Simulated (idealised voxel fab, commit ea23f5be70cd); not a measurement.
voxel wiring stack: a process module
Xsec cut, 185 nm wide, square cell size 5 nm.
Heads up, the way a cross-section reads in here is a grid of square cells, handed over as bands from the top down, with every band being one or more rows of cells.
Band: top and bottom heights (nm) first, top before bottom; then materials from left to right, widths in nm. "everywhere" marks a sole material filling the band edge to edge. "empty" denotes empty space.
Ref level 0: as-received wafer is one material below here. Bottom band extends down with no lower bound ("top 0, no bottom").
The notation "30 to 40" denotes a width that varies across the rows of cells in the band, beginning at the first number in the top row, finishing at the second number in the bottom row, and changing by an identical amount from each row to the next.
It should be understood that the words "nothing changed", when stated for a given step, signify that the cross-section underwent no change in any of its cells during that step.
"Closed void table" specifies each empty space that is not open to the top and that occupies no fewer than 8 cells, using the form width x height at distance, the distance measured from the left edge and all three quantities in nm.
It should be noted that, on the line of a given step, the content following the step's settings is a remark produced by the simulator itself with respect to that step.
A step's line can hold "overlay nm"; with a mask on that step, the setting says how far right of the planned place the mask lay, while a negative setting says it lay to the left.
Read each pair as before and after one process step. The after cross-section shows only down to the lowest band that changed. The step between them and its settings are given below the pair. Pairs can come from different runs of this module on the same starting wafer. A pair continues from the pair above only where its "State on entry" entry says so.

-- State on entry
	top 45, bottom 40  TiN 35 nm, empty 20 nm, TiN 25 nm, empty 20 nm, TiN 25 nm, empty 20 nm, TiN 40 nm
	top 40, bottom 20  lowk 30 nm, TiN 5 nm, empty 20 nm, TiN 5 nm, lowk 15 nm, TiN 5 nm, empty 20 nm, TiN 5 nm, lowk 15 nm, TiN 5 nm, empty 20 nm, TiN 5 nm, lowk 35 nm
	top 20, bottom 15  SiN 30 nm, TiN 30 nm, SiN 15 nm, TiN 30 nm, SiN 15 nm, TiN 30 nm, SiN 35 nm
	top 15, bottom 0  SiO2 everywhere
	top 0, no bottom  Si everywhere
	Closed void table: none

-- Post-Process View
	top 55, bottom 45  Cu everywhere
	top 45, bottom 40  TiN 35 nm, Cu 20 nm, TiN 25 nm, Cu 20 nm, TiN 25 nm, Cu 20 nm, TiN 40 nm
	top 40, bottom 20  lowk 30 nm, TiN 5 nm, Cu 20 nm, TiN 5 nm, lowk 15 nm, TiN 5 nm, Cu 20 nm, TiN 5 nm, lowk 15 nm, TiN 5 nm, Cu 20 nm, TiN 5 nm, lowk 35 nm
	Below 20, no change.
	Closed void table: none
Going from the before section above to the after section, the step was FILL_DEP [material Cu] [thk nm 10]

State on entry: this step begins from the cross-section that the pair just above shows after its step.

-- Post-Process View
	top 40, bottom 20  lowk 30 nm, TiN 5 nm, Cu 20 nm, TiN 5 nm, lowk 15 nm, TiN 5 nm, Cu 20 nm, TiN 5 nm, lowk 15 nm, TiN 5 nm, Cu 20 nm, TiN 5 nm, lowk 35 nm
	Below 20, no change.
	Closed void table: none
Going from the before section above to the after section, the step was CMP [height nm 40]

State on entry: this step begins from the cross-section that the pair just above shows after its step.

-- Post-Process View
	top 45, bottom 40  empty 25 nm, Ru 40 nm, empty 5 nm, Ru 40 nm, empty 5 nm, Ru 40 nm, empty 30 nm
	Below 40, no change.
	Closed void table: none
Going from the before section above to the after section, the step was EPI [material Ru] [thk nm 5]

State on entry: this step begins from the cross-section that the pair just above shows after its step.

-- Post-Process View
	top 50, bottom 45  SiCN everywhere
	top 45, bottom 40  SiCN 25 nm, Ru 40 nm, SiCN 5 nm, Ru 40 nm, SiCN 5 nm, Ru 40 nm, SiCN 30 nm
	Below 40, no change.
	Closed void table: none
Going from the before section above to the after section, the step was FILL_DEP [material SiCN] [thk nm 5]

State on entry: this step begins from the cross-section that the pair just above shows after its step.

-- Post-Process View
	top 70, bottom 50  lowk everywhere
	Below 50, no change.
	Closed void table: none
Going from the before section above to the after section, the step was DIRECTIONAL_DEP [material lowk] [thk nm 20]

State on entry: this step begins from the cross-section that the pair just above shows after its step.

-- Post-Process View
	top 70, bottom 50  lowk 35 nm, empty 15 nm, lowk 75 nm, empty 15 nm, lowk 45 nm
	Below 50, no change.
	Closed void table: none
Going from the before section above to the after section, the step was MASKED_ETCH [tone open] [mask id PLUG_1] [width nm 15] [pitch nm 90] [etch materials lowk] [depth nm 20] [overlay nm 0]

State on entry: this step begins from the cross-section that the pair just above shows after its step.

-- Post-Process View
	top 70, bottom 50  lowk 35 nm, empty 15 nm, lowk 75 nm, empty 15 nm, lowk 45 nm
	top 50, bottom 45  SiCN 35 nm, empty 15 nm, SiCN 75 nm, empty 15 nm, SiCN 45 nm
	Below 45, no change.
	Closed void table: none
Going from the before section above to the after section, the step was MASKED_ETCH [tone open] [mask id PLUG_1] [width nm 15] [pitch nm 90] [etch materials SiCN] [depth nm 5] [overlay nm 0]

State on entry: this step begins from the cross-section that the pair just above shows after its step.

-- Post-Process View
	top 75, bottom 70  TiN 40 nm, empty 5 nm, TiN 85 nm, empty 5 nm, TiN 50 nm
	top 70, bottom 50  lowk 35 nm, TiN 5 nm, empty 5 nm, TiN 5 nm, lowk 75 nm, TiN 5 nm, empty 5 nm, TiN 5 nm, lowk 45 nm
	top 50, bottom 45  SiCN 35 nm, TiN 15 nm, SiCN 75 nm, TiN 15 nm, SiCN 45 nm
	Below 45, no change.
	Closed void table: none
Going from the before section above to the after section, the step was CONFORMAL_DEP [material TiN] [thk nm 5]

State on entry: this step begins from the cross-section that the pair just above shows after its step.

-- Post-Process View
	top 80, bottom 75  W everywhere
	top 75, bottom 70  TiN 40 nm, W 5 nm, TiN 85 nm, W 5 nm, TiN 50 nm
	top 70, bottom 50  lowk 35 nm, TiN 5 nm, W 5 nm, TiN 5 nm, lowk 75 nm, TiN 5 nm, W 5 nm, TiN 5 nm, lowk 45 nm
	Below 50, no change.
	Closed void table: none
Going from the before section above to the after section, the step was FILL_DEP [material W] [thk nm 5]

State on entry: this step begins from the cross-section that the pair just above shows after its step.

-- Post-Process View
	top 70, bottom 50  lowk 35 nm, TiN 5 nm, W 5 nm, TiN 5 nm, lowk 75 nm, TiN 5 nm, W 5 nm, TiN 5 nm, lowk 45 nm
	Below 50, no change.
	Closed void table: none
Going from the before section above to the after section, the step was CMP [height nm 70]

State on entry: this step begins from the cross-section that the pair just above shows after its step.

-- Post-Process View
	top 75, bottom 70  TiN everywhere
	Below 70, no change.
	Closed void table: none
Going from the before section above to the after section, the step was DIRECTIONAL_DEP [material TiN] [thk nm 5]

State on entry: this step begins from the cross-section that the pair just above shows after its step.

-- Post-Process View
	top 100, bottom 75  Ru everywhere
	Below 75, no change.
	Closed void table: none
Going from the before section above to the after section, the step was DIRECTIONAL_DEP [material Ru] [thk nm 25]

State on entry: this step begins from the cross-section that the pair just above shows after its step.

-- Post-Process View
	top 110, bottom 100  aC everywhere
	Below 100, no change.
	Closed void table: none
Going from the before section above to the after section, the step was DIRECTIONAL_DEP [material aC] [thk nm 10]

State on entry: this step begins from the cross-section that the pair just above shows after its step.

-- Post-Process View
	top 140, bottom 110  empty 35 nm, resist 20 nm, empty 25 nm, resist 20 nm, empty 25 nm, resist 20 nm, empty 40 nm
	Below 110, no change.
	Closed void table: none
Going from the before section above to the after section, the step was PATTERN [tone cover] [mask id METAL_2] [material resist] [width nm 20] [pitch nm 45] [thk nm 30] [overlay nm 0]

State on entry: this step begins from the cross-section that the pair just above shows after its step.

-- Post-Process View
	top 130, bottom 110  empty 35 nm, resist 20 nm, empty 25 nm, resist 20 nm, empty 25 nm, resist 20 nm, empty 40 nm
	top 110, bottom 100  empty 35 nm, aC 20 nm, empty 25 nm, aC 20 nm, empty 25 nm, aC 20 nm, empty 40 nm
	Below 100, no change.
	Closed void table: none
Going from the before section above to the after section, the step was DIRECTIONAL_ETCH [etch materials aC] [depth nm 10]

State on entry: this step begins from the cross-section that the pair just above shows after its step.

-- Post-Process View
	top 110, bottom 100  empty 35 nm, aC 20 nm, empty 25 nm, aC 20 nm, empty 25 nm, aC 20 nm, empty 40 nm
	Below 100, no change.
	Closed void table: none
Going from the before section above to the after section, the step was STRIP [etch materials resist]

State on entry: this step begins from the cross-section that the pair just above shows after its step.

-- Post-Process View
	top 110, bottom 100  empty 35 nm, aC 20 nm, empty 25 nm, aC 20 nm, empty 25 nm, aC 20 nm, empty 40 nm
	top 100, bottom 75  empty 35 nm, Ru 20 nm, empty 25 nm, Ru 20 nm, empty 25 nm, Ru 20 nm, empty 40 nm
	Below 75, no change.
	Closed void table: none
Going from the before section above to the after section, the step was DIRECTIONAL_ETCH [etch materials Ru] [depth nm 25]

State on entry: this step begins from the cross-section that the pair just above shows after its step.

-- Post-Process View
	top 110, bottom 100  empty 35 nm, aC 20 nm, empty 25 nm, aC 20 nm, empty 25 nm, aC 20 nm, empty 40 nm
	top 100, bottom 75  empty 35 nm, Ru 20 nm, empty 25 nm, Ru 20 nm, empty 25 nm, Ru 20 nm, empty 40 nm
	top 75, bottom 70  empty 35 nm, TiN 20 nm, empty 25 nm, TiN 20 nm, empty 25 nm, TiN 20 nm, empty 40 nm
	Below 70, no change.
	Closed void table: none
Going from the before section above to the after section, the step was DIRECTIONAL_ETCH [etch materials TiN] [depth nm 5]

State on entry: this step begins from the cross-section that the pair just above shows after its step.

-- Post-Process View
	top 100, bottom 75  empty 35 nm, Ru 20 nm, empty 25 nm, Ru 20 nm, empty 25 nm, Ru 20 nm, empty 40 nm
	Below 75, no change.
	Closed void table: none
Going from the before section above to the after section, the step was STRIP [etch materials aC]

State on entry: this step begins from the cross-section that the pair just above shows after its step.

-- Post-Process View
	top 110, bottom 100  SiO2 everywhere
	top 100, bottom 75  SiO2 35 nm, Ru 20 nm, SiO2 25 nm, Ru 20 nm, SiO2 25 nm, Ru 20 nm, SiO2 40 nm
	top 75, bottom 70  SiO2 35 nm, TiN 20 nm, SiO2 25 nm, TiN 20 nm, SiO2 25 nm, TiN 20 nm, SiO2 40 nm
	Below 70, no change.
	Closed void table: none
Going from the before section above to the after section, the step was FILL_DEP [material SiO2] [thk nm 10]

State on entry: this step begins from the cross-section that the pair just above shows after its step.

-- Post-Process View
	top 100, bottom 75  SiO2 35 nm, Ru 20 nm, SiO2 25 nm, Ru 20 nm, SiO2 25 nm, Ru 20 nm, SiO2 40 nm
	Below 75, no change.
	Closed void table: none
Going from the before section above to the after section, the step was CMP [height nm 100]

State on entry: this step begins from the cross-section that the pair just above shows after its step.

-- Post-Process View
	top 105, bottom 100  SiCN everywhere
	Below 100, no change.
	Closed void table: none
Going from the before section above to the after section, the step was CONFORMAL_DEP [material SiCN] [thk nm 5]

-- State on entry
	top 110, bottom 100  aC everywhere
	top 100, bottom 75  Ru everywhere
	top 75, bottom 70  TiN everywhere
	top 70, bottom 50  lowk 35 nm, TiN 5 nm, W 5 nm, TiN 5 nm, lowk 75 nm, TiN 5 nm, W 5 nm, TiN 5 nm, lowk 45 nm
	top 50, bottom 45  SiCN 35 nm, TiN 15 nm, SiCN 75 nm, TiN 15 nm, SiCN 45 nm
	top 45, bottom 40  SiCN 30 nm, Ru 30 nm, SiCN 15 nm, Ru 30 nm, SiCN 15 nm, Ru 30 nm, SiCN 35 nm
	top 40, bottom 20  lowk 35 nm, TiN 5 nm, Cu 10 nm, TiN 5 nm, lowk 25 nm, TiN 5 nm, Cu 10 nm, TiN 5 nm, lowk 25 nm, TiN 5 nm, Cu 10 nm, TiN 5 nm, lowk 40 nm
	top 20, bottom 15  SiN 35 nm, TiN 20 nm, SiN 25 nm, TiN 20 nm, SiN 25 nm, TiN 20 nm, SiN 40 nm
	top 15, bottom 0  SiO2 everywhere
	top 0, no bottom  Si everywhere
	Closed void table: none

-- Post-Process View
	top 140, bottom 110  empty 30 nm, resist 20 nm, empty 25 nm, resist 20 nm, empty 25 nm, resist 20 nm, empty 45 nm
	Below 110, no change.
	Closed void table: none
Going from the before section above to the after section, the step was PATTERN [tone cover] [mask id METAL_2] [material resist] [width nm 20] [pitch nm 45] [thk nm 30] [overlay nm -5]

State on entry: this step begins from the cross-section that the pair just above shows after its step.

-- Post-Process View
	top 130, bottom 110  empty 30 nm, resist 20 nm, empty 25 nm, resist 20 nm, empty 25 nm, resist 20 nm, empty 45 nm
	top 110, bottom 100  empty 30 nm, aC 20 nm, empty 25 nm, aC 20 nm, empty 25 nm, aC 20 nm, empty 45 nm
	Below 100, no change.
	Closed void table: none
Going from the before section above to the after section, the step was DIRECTIONAL_ETCH [etch materials aC] [depth nm 10]

State on entry: this step begins from the cross-section that the pair just above shows after its step.

-- Post-Process View
	top 110, bottom 100  empty 30 nm, aC 20 nm, empty 25 nm, aC 20 nm, empty 25 nm, aC 20 nm, empty 45 nm
	Below 100, no change.
	Closed void table: none
Going from the before section above to the after section, the step was STRIP [etch materials resist]

State on entry: this step begins from the cross-section that the pair just above shows after its step.

-- Post-Process View
	top 110, bottom 100  empty 30 nm, aC 20 nm, empty 25 nm, aC 20 nm, empty 25 nm, aC 20 nm, empty 45 nm
	top 100, bottom 75  empty 30 nm, Ru 20 nm, empty 25 nm, Ru 20 nm, empty 25 nm, Ru 20 nm, empty 45 nm
	Below 75, no change.
	Closed void table: none
Going from the before section above to the after section, the step was DIRECTIONAL_ETCH [etch materials Ru] [depth nm 25]

State on entry: this step begins from the cross-section that the pair just above shows after its step.

-- Post-Process View
	top 110, bottom 100  empty 30 nm, aC 20 nm, empty 25 nm, aC 20 nm, empty 25 nm, aC 20 nm, empty 45 nm
	top 100, bottom 75  empty 30 nm, Ru 20 nm, empty 25 nm, Ru 20 nm, empty 25 nm, Ru 20 nm, empty 45 nm
	top 75, bottom 70  empty 30 nm, TiN 20 nm, empty 25 nm, TiN 20 nm, empty 25 nm, TiN 20 nm, empty 45 nm
	Below 70, no change.
	Closed void table: none
Going from the before section above to the after section, the step was DIRECTIONAL_ETCH [etch materials TiN] [depth nm 5]

State on entry: this step begins from the cross-section that the pair just above shows after its step.

-- Post-Process View
	top 100, bottom 75  empty 30 nm, Ru 20 nm, empty 25 nm, Ru 20 nm, empty 25 nm, Ru 20 nm, empty 45 nm
	Below 75, no change.
	Closed void table: none
Going from the before section above to the after section, the step was STRIP [etch materials aC]

State on entry: this step begins from the cross-section that the pair just above shows after its step.

-- Post-Process View
	top 110, bottom 100  SiO2 everywhere
	top 100, bottom 75  SiO2 30 nm, Ru 20 nm, SiO2 25 nm, Ru 20 nm, SiO2 25 nm, Ru 20 nm, SiO2 45 nm
	top 75, bottom 70  SiO2 30 nm, TiN 20 nm, SiO2 25 nm, TiN 20 nm, SiO2 25 nm, TiN 20 nm, SiO2 45 nm
	Below 70, no change.
	Closed void table: none
Going from the before section above to the after section, the step was FILL_DEP [material SiO2] [thk nm 10]

State on entry: this step begins from the cross-section that the pair just above shows after its step.

-- Post-Process View
	top 100, bottom 75  SiO2 30 nm, Ru 20 nm, SiO2 25 nm, Ru 20 nm, SiO2 25 nm, Ru 20 nm, SiO2 45 nm
	Below 75, no change.
	Closed void table: none
Going from the before section above to the after section, the step was CMP [height nm 100]

State on entry: this step begins from the cross-section that the pair just above shows after its step.

-- Post-Process View
	top 105, bottom 100  SiCN everywhere
	Below 100, no change.
	Closed void table: none
Going from the before section above to the after section, the step was CONFORMAL_DEP [material SiCN] [thk nm 5]

-- State on entry
	top 45, bottom 40  TiN 40 nm, empty 10 nm, TiN 35 nm, empty 10 nm, TiN 35 nm, empty 10 nm, TiN 45 nm
	top 40, bottom 20  lowk 35 nm, TiN 5 nm, empty 10 nm, TiN 5 nm, lowk 25 nm, TiN 5 nm, empty 10 nm, TiN 5 nm, lowk 25 nm, TiN 5 nm, empty 10 nm, TiN 5 nm, lowk 40 nm
	top 20, bottom 15  SiN 35 nm, TiN 20 nm, SiN 25 nm, TiN 20 nm, SiN 25 nm, TiN 20 nm, SiN 40 nm
	top 15, bottom 0  SiO2 everywhere
	top 0, no bottom  Si everywhere
	Closed void table: none

-- Post-Process View
	top 55, bottom 45  aC everywhere
	top 45, bottom 40  TiN 40 nm, aC 10 nm, TiN 35 nm, aC 10 nm, TiN 35 nm, aC 10 nm, TiN 45 nm
	top 40, bottom 20  lowk 35 nm, TiN 5 nm, aC 10 nm, TiN 5 nm, lowk 25 nm, TiN 5 nm, aC 10 nm, TiN 5 nm, lowk 25 nm, TiN 5 nm, aC 10 nm, TiN 5 nm, lowk 40 nm
	Below 20, no change.
	Closed void table: none
Going from the before section above to the after section, the step was FILL_DEP [material aC] [thk nm 10]

State on entry: this step begins from the cross-section that the pair just above shows after its step.

-- Post-Process View
	top 40, bottom 20  lowk 35 nm, TiN 5 nm, aC 10 nm, TiN 5 nm, lowk 25 nm, TiN 5 nm, aC 10 nm, TiN 5 nm, lowk 25 nm, TiN 5 nm, aC 10 nm, TiN 5 nm, lowk 40 nm
	Below 20, no change.
	Closed void table: none
Going from the before section above to the after section, the step was CMP [height nm 40]

State on entry: this step begins from the cross-section that the pair just above shows after its step.

-- Post-Process View
	top 45, bottom 40  empty 30 nm, Ru 30 nm, empty 15 nm, Ru 30 nm, empty 15 nm, Ru 30 nm, empty 35 nm
	Below 40, no change.
	Closed void table: none
Going from the before section above to the after section, the step was EPI [material Ru] [thk nm 5]

State on entry: this step begins from the cross-section that the pair just above shows after its step.

-- Post-Process View
	top 50, bottom 45  SiCN everywhere
	top 45, bottom 40  SiCN 30 nm, Ru 30 nm, SiCN 15 nm, Ru 30 nm, SiCN 15 nm, Ru 30 nm, SiCN 35 nm
	Below 40, no change.
	Closed void table: none
Going from the before section above to the after section, the step was FILL_DEP [material SiCN] [thk nm 5]

State on entry: this step begins from the cross-section that the pair just above shows after its step.

-- Post-Process View
	top 70, bottom 50  lowk everywhere
	Below 50, no change.
	Closed void table: none
Going from the before section above to the after section, the step was DIRECTIONAL_DEP [material lowk] [thk nm 20]

State on entry: this step begins from the cross-section that the pair just above shows after its step.

-- Post-Process View
	top 70, bottom 50  lowk 35 nm, empty 15 nm, lowk 75 nm, empty 15 nm, lowk 45 nm
	Below 50, no change.
	Closed void table: none
Going from the before section above to the after section, the step was MASKED_ETCH [tone open] [mask id PLUG_1] [width nm 15] [pitch nm 90] [etch materials lowk] [depth nm 20] [overlay nm 0]

State on entry: this step begins from the cross-section that the pair just above shows after its step.

-- Post-Process View
	top 70, bottom 50  lowk 35 nm, empty 15 nm, lowk 75 nm, empty 15 nm, lowk 45 nm
	top 50, bottom 45  SiCN 35 nm, empty 15 nm, SiCN 75 nm, empty 15 nm, SiCN 45 nm
	Below 45, no change.
	Closed void table: none
Going from the before section above to the after section, the step was MASKED_ETCH [tone open] [mask id PLUG_1] [width nm 15] [pitch nm 90] [etch materials SiCN] [depth nm 5] [overlay nm 0]

State on entry: this step begins from the cross-section that the pair just above shows after its step.

-- Post-Process View
	top 75, bottom 70  TiN 40 nm, empty 5 nm, TiN 85 nm, empty 5 nm, TiN 50 nm
	top 70, bottom 50  lowk 35 nm, TiN 5 nm, empty 5 nm, TiN 5 nm, lowk 75 nm, TiN 5 nm, empty 5 nm, TiN 5 nm, lowk 45 nm
	top 50, bottom 45  SiCN 35 nm, TiN 15 nm, SiCN 75 nm, TiN 15 nm, SiCN 45 nm
	Below 45, no change.
	Closed void table: none
Going from the before section above to the after section, the step was CONFORMAL_DEP [material TiN] [thk nm 5]

State on entry: this step begins from the cross-section that the pair just above shows after its step.

-- Post-Process View
	top 80, bottom 75  W everywhere
	top 75, bottom 70  TiN 40 nm, W 5 nm, TiN 85 nm, W 5 nm, TiN 50 nm
	top 70, bottom 50  lowk 35 nm, TiN 5 nm, W 5 nm, TiN 5 nm, lowk 75 nm, TiN 5 nm, W 5 nm, TiN 5 nm, lowk 45 nm
	Below 50, no change.
	Closed void table: none
Going from the before section above to the after section, the step was FILL_DEP [material W] [thk nm 5]

State on entry: this step begins from the cross-section that the pair just above shows after its step.

-- Post-Process View
	top 70, bottom 50  lowk 35 nm, TiN 5 nm, W 5 nm, TiN 5 nm, lowk 75 nm, TiN 5 nm, W 5 nm, TiN 5 nm, lowk 45 nm
	Below 50, no change.
	Closed void table: none
Going from the before section above to the after section, the step was CMP [height nm 70]

State on entry: this step begins from the cross-section that the pair just above shows after its step.

-- Post-Process View
	top 75, bottom 70  TiN everywhere
	Below 70, no change.
	Closed void table: none
Going from the before section above to the after section, the step was DIRECTIONAL_DEP [material TiN] [thk nm 5]

State on entry: this step begins from the cross-section that the pair just above shows after its step.

-- Post-Process View
	top 100, bottom 75  Ru everywhere
	Below 75, no change.
	Closed void table: none
Going from the before section above to the after section, the step was DIRECTIONAL_DEP [material Ru] [thk nm 25]

State on entry: this step begins from the cross-section that the pair just above shows after its step.

-- Post-Process View
	top 110, bottom 100  aC everywhere
	Below 100, no change.
	Closed void table: none
Going from the before section above to the after section, the step was DIRECTIONAL_DEP [material aC] [thk nm 10]

State on entry: this step begins from the cross-section that the pair just above shows after its step.

-- Post-Process View
	top 140, bottom 110  empty 35 nm, resist 20 nm, empty 25 nm, resist 20 nm, empty 25 nm, resist 20 nm, empty 40 nm
	Below 110, no change.
	Closed void table: none
Going from the before section above to the after section, the step was PATTERN [tone cover] [mask id METAL_2] [material resist] [width nm 20] [pitch nm 45] [thk nm 30] [overlay nm 0]

State on entry: this step begins from the cross-section that the pair just above shows after its step.

-- Post-Process View
	top 130, bottom 110  empty 35 nm, resist 20 nm, empty 25 nm, resist 20 nm, empty 25 nm, resist 20 nm, empty 40 nm
	top 110, bottom 100  empty 35 nm, aC 20 nm, empty 25 nm, aC 20 nm, empty 25 nm, aC 20 nm, empty 40 nm
	Below 100, no change.
	Closed void table: none
Going from the before section above to the after section, the step was DIRECTIONAL_ETCH [etch materials aC] [depth nm 10]

State on entry: this step begins from the cross-section that the pair just above shows after its step.

-- Post-Process View
	top 110, bottom 100  empty 35 nm, aC 20 nm, empty 25 nm, aC 20 nm, empty 25 nm, aC 20 nm, empty 40 nm
	Below 100, no change.
	Closed void table: none
Going from the before section above to the after section, the step was STRIP [etch materials resist]

State on entry: this step begins from the cross-section that the pair just above shows after its step.

-- Post-Process View
	top 110, bottom 100  empty 35 nm, aC 20 nm, empty 25 nm, aC 20 nm, empty 25 nm, aC 20 nm, empty 40 nm
	top 100, bottom 75  empty 35 nm, Ru 20 nm, empty 25 nm, Ru 20 nm, empty 25 nm, Ru 20 nm, empty 40 nm
	Below 75, no change.
	Closed void table: none
Going from the before section above to the after section, the step was DIRECTIONAL_ETCH [etch materials Ru] [depth nm 25]

State on entry: this step begins from the cross-section that the pair just above shows after its step.

-- Post-Process View
	top 110, bottom 100  empty 35 nm, aC 20 nm, empty 25 nm, aC 20 nm, empty 25 nm, aC 20 nm, empty 40 nm
	top 100, bottom 75  empty 35 nm, Ru 20 nm, empty 25 nm, Ru 20 nm, empty 25 nm, Ru 20 nm, empty 40 nm
	top 75, bottom 70  empty 35 nm, TiN 20 nm, empty 25 nm, TiN 20 nm, empty 25 nm, TiN 20 nm, empty 40 nm
	Below 70, no change.
	Closed void table: none
Going from the before section above to the after section, the step was DIRECTIONAL_ETCH [etch materials TiN] [depth nm 5]

State on entry: this step begins from the cross-section that the pair just above shows after its step.

-- Post-Process View
	top 100, bottom 75  empty 35 nm, Ru 20 nm, empty 25 nm, Ru 20 nm, empty 25 nm, Ru 20 nm, empty 40 nm
	Below 75, no change.
	Closed void table: none
Going from the before section above to the after section, the step was STRIP [etch materials aC]

State on entry: this step begins from the cross-section that the pair just above shows after its step.

-- Post-Process View
	top 110, bottom 100  SiO2 everywhere
	top 100, bottom 75  SiO2 35 nm, Ru 20 nm, SiO2 25 nm, Ru 20 nm, SiO2 25 nm, Ru 20 nm, SiO2 40 nm
	top 75, bottom 70  SiO2 35 nm, TiN 20 nm, SiO2 25 nm, TiN 20 nm, SiO2 25 nm, TiN 20 nm, SiO2 40 nm
	Below 70, no change.
	Closed void table: none
Going from the before section above to the after section, the step was FILL_DEP [material SiO2] [thk nm 10]

State on entry: this step begins from the cross-section that the pair just above shows after its step.

-- Post-Process View
	top 100, bottom 75  SiO2 35 nm, Ru 20 nm, SiO2 25 nm, Ru 20 nm, SiO2 25 nm, Ru 20 nm, SiO2 40 nm
	Below 75, no change.
	Closed void table: none
Going from the before section above to the after section, the step was CMP [height nm 100]

State on entry: this step begins from the cross-section that the pair just above shows after its step.

-- Post-Process View
	top 105, bottom 100  SiCN everywhere
	Below 100, no change.
	Closed void table: none
Going from the before section above to the after section, the step was CONFORMAL_DEP [material SiCN] [thk nm 5]

-- State on entry
	top 110, bottom 100  aC everywhere
	top 100, bottom 75  Ru everywhere
	top 75, bottom 70  TiN everywhere
	top 70, bottom 50  lowk 35 nm, TiN 5 nm, W 5 nm, TiN 5 nm, lowk 75 nm, TiN 5 nm, W 5 nm, TiN 5 nm, lowk 45 nm
	top 50, bottom 45  SiCN 35 nm, TiN 15 nm, SiCN 75 nm, TiN 15 nm, SiCN 45 nm
	top 45, bottom 40  SiCN 30 nm, Ru 30 nm, SiCN 15 nm, Ru 30 nm, SiCN 15 nm, Ru 30 nm, SiCN 35 nm
	top 40, bottom 20  lowk 35 nm, TiN 5 nm, Cu 10 nm, TiN 5 nm, lowk 25 nm, TiN 5 nm, Cu 10 nm, TiN 5 nm, lowk 25 nm, TiN 5 nm, Cu 10 nm, TiN 5 nm, lowk 40 nm
	top 20, bottom 15  SiN 35 nm, TiN 20 nm, SiN 25 nm, TiN 20 nm, SiN 25 nm, TiN 20 nm, SiN 40 nm
	top 15, bottom 0  SiO2 everywhere
	top 0, no bottom  Si everywhere
	Closed void table: none

-- Post-Process View
	top 140, bottom 110  resist 35 nm, empty 20 nm, resist 25 nm, empty 20 nm, resist 25 nm, empty 20 nm, resist 40 nm
	Below 110, no change.
	Closed void table: none
Going from the before section above to the after section, the step was PATTERN [tone open] [mask id METAL_2] [material resist] [width nm 20] [pitch nm 45] [thk nm 30] [overlay nm 0]

State on entry: this step begins from the cross-section that the pair just above shows after its step.

-- Post-Process View
	top 130, bottom 110  resist 35 nm, empty 20 nm, resist 25 nm, empty 20 nm, resist 25 nm, empty 20 nm, resist 40 nm
	top 110, bottom 100  aC 35 nm, empty 20 nm, aC 25 nm, empty 20 nm, aC 25 nm, empty 20 nm, aC 40 nm
	Below 100, no change.
	Closed void table: none
Going from the before section above to the after section, the step was DIRECTIONAL_ETCH [etch materials aC] [depth nm 10]

State on entry: this step begins from the cross-section that the pair just above shows after its step.

-- Post-Process View
	top 110, bottom 100  aC 35 nm, empty 20 nm, aC 25 nm, empty 20 nm, aC 25 nm, empty 20 nm, aC 40 nm
	Below 100, no change.
	Closed void table: none
Going from the before section above to the after section, the step was STRIP [etch materials resist]

State on entry: this step begins from the cross-section that the pair just above shows after its step.

-- Post-Process View
	top 110, bottom 100  aC 35 nm, empty 20 nm, aC 25 nm, empty 20 nm, aC 25 nm, empty 20 nm, aC 40 nm
	top 100, bottom 75  Ru 35 nm, empty 20 nm, Ru 25 nm, empty 20 nm, Ru 25 nm, empty 20 nm, Ru 40 nm
	Below 75, no change.
	Closed void table: none
Going from the before section above to the after section, the step was DIRECTIONAL_ETCH [etch materials Ru] [depth nm 25]

State on entry: this step begins from the cross-section that the pair just above shows after its step.

-- Post-Process View
	top 110, bottom 100  aC 35 nm, empty 20 nm, aC 25 nm, empty 20 nm, aC 25 nm, empty 20 nm, aC 40 nm
	top 100, bottom 75  Ru 35 nm, empty 20 nm, Ru 25 nm, empty 20 nm, Ru 25 nm, empty 20 nm, Ru 40 nm
	top 75, bottom 70  TiN 35 nm, empty 20 nm, TiN 25 nm, empty 20 nm, TiN 25 nm, empty 20 nm, TiN 40 nm
	Below 70, no change.
	Closed void table: none
Going from the before section above to the after section, the step was DIRECTIONAL_ETCH [etch materials TiN] [depth nm 5]

State on entry: this step begins from the cross-section that the pair just above shows after its step.

-- Post-Process View
	top 100, bottom 75  Ru 35 nm, empty 20 nm, Ru 25 nm, empty 20 nm, Ru 25 nm, empty 20 nm, Ru 40 nm
	Below 75, no change.
	Closed void table: none
Going from the before section above to the after section, the step was STRIP [etch materials aC]

State on entry: this step begins from the cross-section that the pair just above shows after its step.

-- Post-Process View
	top 110, bottom 100  SiO2 everywhere
	top 100, bottom 75  Ru 35 nm, SiO2 20 nm, Ru 25 nm, SiO2 20 nm, Ru 25 nm, SiO2 20 nm, Ru 40 nm
	top 75, bottom 70  TiN 35 nm, SiO2 20 nm, TiN 25 nm, SiO2 20 nm, TiN 25 nm, SiO2 20 nm, TiN 40 nm
	Below 70, no change.
	Closed void table: none
Going from the before section above to the after section, the step was FILL_DEP [material SiO2] [thk nm 10]

State on entry: this step begins from the cross-section that the pair just above shows after its step.

-- Post-Process View
	top 100, bottom 75  Ru 35 nm, SiO2 20 nm, Ru 25 nm, SiO2 20 nm, Ru 25 nm, SiO2 20 nm, Ru 40 nm
	Below 75, no change.
	Closed void table: none
Going from the before section above to the after section, the step was CMP [height nm 100]

State on entry: this step begins from the cross-section that the pair just above shows after its step.

-- Post-Process View
	top 105, bottom 100  SiCN everywhere
	Below 100, no change.
	Closed void table: none
Going from the before section above to the after section, the step was CONFORMAL_DEP [material SiCN] [thk nm 5]
